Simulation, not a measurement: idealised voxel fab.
process module | voxel gate over fins
cross-section cut | 190 nm wide | cells 5 nm
A cross-section is a grid of square cells, given in bands from the top down. A band is one or more rows of cells.
Each band's line starts with the height of the band's top and of its bottom, in nm. Then come its materials from left to right, each with its width in nm. One material with "throughout" fills the band from edge to edge. "air" is empty space.
Height 0 is the level under which the wafer as received is all one material. The lowest band goes on downwards, as in "0 down".
A width such as "30 to 40" changes by the same amount from each row of cells to the next, from the band's top row to its bottom row.
"no change" after a step means that no cell of the cross-section changed.
closed voids: empty space of 8 cells or more with no open way to the top, each as width x height at its distance from the left edge, in nm
after a step's settings: what the simulator itself notes on the step
overlay nm, on a step with a mask: how far to the right of its planned place the mask lay; to the left if negative
plan
1 op RECEIVE | material Si
2 op CONFORMAL_DEP | material SiN | thk nm 5
3 op MASKED_ETCH | tone cover | mask id FINS | width nm 15 | pitch nm 50 | etch materials SiN | depth nm 5 | overlay nm 0
4 op MASKED_ETCH | tone cover | mask id FINS | width nm 15 | pitch nm 50 | etch materials Si | depth nm 30 | overlay nm 0
5 op FILL_DEP | material SiO2 | thk nm 5
6 op CMP | height nm 5
7 op DIRECTIONAL_DEP | material aC | thk nm 15
8 op PATTERN | tone open | mask id RAIL | material resist | width nm 15 | thk nm 30 | overlay nm -15
9 op DIRECTIONAL_ETCH | etch materials aC | depth nm 15
10 op STRIP | etch materials resist
11 op DIRECTIONAL_ETCH | etch materials SiO2 | depth nm 30
12 op STRIP | etch materials aC
13 op CONFORMAL_DEP | material TiN | thk nm 5
14 op FILL_DEP | material W | thk nm 5
15 op CMP | height nm 5
16 op SELECTIVE_ETCH | etch materials W Ru TiN | depth nm 25
17 op FILL_DEP | material SiO2 | thk nm 5
18 op CMP | height nm 5
19 op SELECTIVE_ETCH | etch materials SiO2 | depth nm 15
20 op STRIP | etch materials SiN
21 op CONFORMAL_DEP | material HfO2 | thk nm 5
22 op CONFORMAL_DEP | material TiN | thk nm 5
23 op FILL_DEP | material W | thk nm 15
24 op CMP | height nm 20
25 op CONFORMAL_DEP | material SiCN | thk nm 5
varied across the wafers: overlay nm of step 8. The plan shows the first wafer's value. All wafers start alike
first wafer as received, after step 1
  0 down: Si throughout
  closed voids: none
each wafer at the end: cells of each material gained (+) or lost (-) since it was received, then its closed voids
overlay nm -15 | +50 HfO2 | -174 Si | +38 SiCN | +114 SiO2 | +52 TiN | +110 W | closed voids: none
overlay nm -10 | +50 HfO2 | -174 Si | +38 SiCN | +113 SiO2 | +53 TiN | +110 W | closed voids: none
overlay nm -5 | +50 HfO2 | -174 Si | +38 SiCN | +113 SiO2 | +53 TiN | +110 W | closed voids: none
overlay nm 0 | +50 HfO2 | -174 Si | +38 SiCN | +113 SiO2 | +53 TiN | +110 W | closed voids: none
overlay nm 5 | +50 HfO2 | -174 Si | +38 SiCN | +113 SiO2 | +53 TiN | +110 W | closed voids: none
overlay nm 10 | +50 HfO2 | -174 Si | +38 SiCN | +113 SiO2 | +53 TiN | +110 W | closed voids: none
overlay nm 15 | +50 HfO2 | -174 Si | +38 SiCN | +114 SiO2 | +52 TiN | +110 W | closed voids: none
